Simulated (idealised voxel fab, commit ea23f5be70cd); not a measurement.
A process module follows: voxel fin reveal.
The cross-section shown here is cut; it is 160 nm wide and divided into square cells measuring 5 nm on a side.
If you're reading a cross-section in this doc, picture square cells in a grid; it comes to you as bands, top ones listed first down to the bottom, and a band can be one or more rows of cells.
Top, bottom (nm), then materials left to right with widths (nm); lone material tagged "full width" fills the whole band edge to edge; "air" = empty space.
Below 0: as-received wafer, all one material; heights counted from there. Lowest band: no bottom, goes on down, written "from 0 down".
Quick explanation for "30->40": the width changes in equal steps down the rows of cells, from the first number in the band's top row to the second number in its bottom row.
What does "no modification" mean for a step? It means no cell of the cross-section changed in that step.
"Sealed voids": sealed empty spaces, 8 cells or more, no open way to top, listed width x height at distance, with distance from the left edge and width, height and distance in nm.
Heads up: the bit after the settings on a step's line is the simulator's remark on that step.
If you see "overlay nm" on a step's line and that step has a mask, it's telling you how far right of where it was planned the mask ended up; a negative number means it went left instead.

INTENDED PROCESS STEPS
1,RECEIVE, material Si
2,CONFORMAL_DEP, material SiN, thk nm 10
3,DIRECTIONAL_DEP, material aC, thk nm 15
4,PATTERN, tone cover, mask id FINS, material resist, width nm 15, pitch nm 40, thk nm 35, overlay nm 0
5,DIRECTIONAL_ETCH, etch materials aC, depth nm 15
6,STRIP, etch materials resist
7,DIRECTIONAL_ETCH, etch materials SiN, depth nm 10
8,DIRECTIONAL_ETCH, etch materials Si, depth nm 30
9,STRIP, etch materials aC
10,FILL_DEP, material SiO2, thk nm 15
11,CMP, height nm 10
12,SELECTIVE_ETCH, etch materials SiO2, depth nm 25
13,STRIP, etch materials SiN
14,CONFORMAL_DEP, material HfO2, thk nm 5

DELIVERED WAFER IN CROSS-SECTION: STATE AFTER STEP 1
from 0 down = Si full width
Sealed voids: none

FIGURE: CROSS-SECTIONAL VIEW OF THE WAFER UPON COMPLETION OF THE MODULE, PROCESSED FROM THE INITIAL STATE AND ACCORDING TO THE PLAN DEPICTED ABOVE, WITH ONE ERROR INTRODUCED DURING EXECUTION
from 5 to 0 = air (25) | HfO2 (25) | air (15) | HfO2 (25) | air (15) | HfO2 (25) | air (30)
from 0 to -10 = air (25) | HfO2 (5) | Si (15) | HfO2 (5) | air (15) | HfO2 (5) | Si (15) | HfO2 (5) | air (15) | HfO2 (5) | Si (15) | HfO2 (5) | air (30)
from -10 to -15 = HfO2 (30) | Si (15) | HfO2 (25) | Si (15) | HfO2 (25) | Si (15) | HfO2 (35)
from -15 to -60 = SiO2 (30) | Si (15) | SiO2 (25) | Si (15) | SiO2 (25) | Si (15) | SiO2 (35)
from -60 down = Si full width
Sealed voids: none
What went wrong in running the wafer? step 8 of the plan was carried out twice
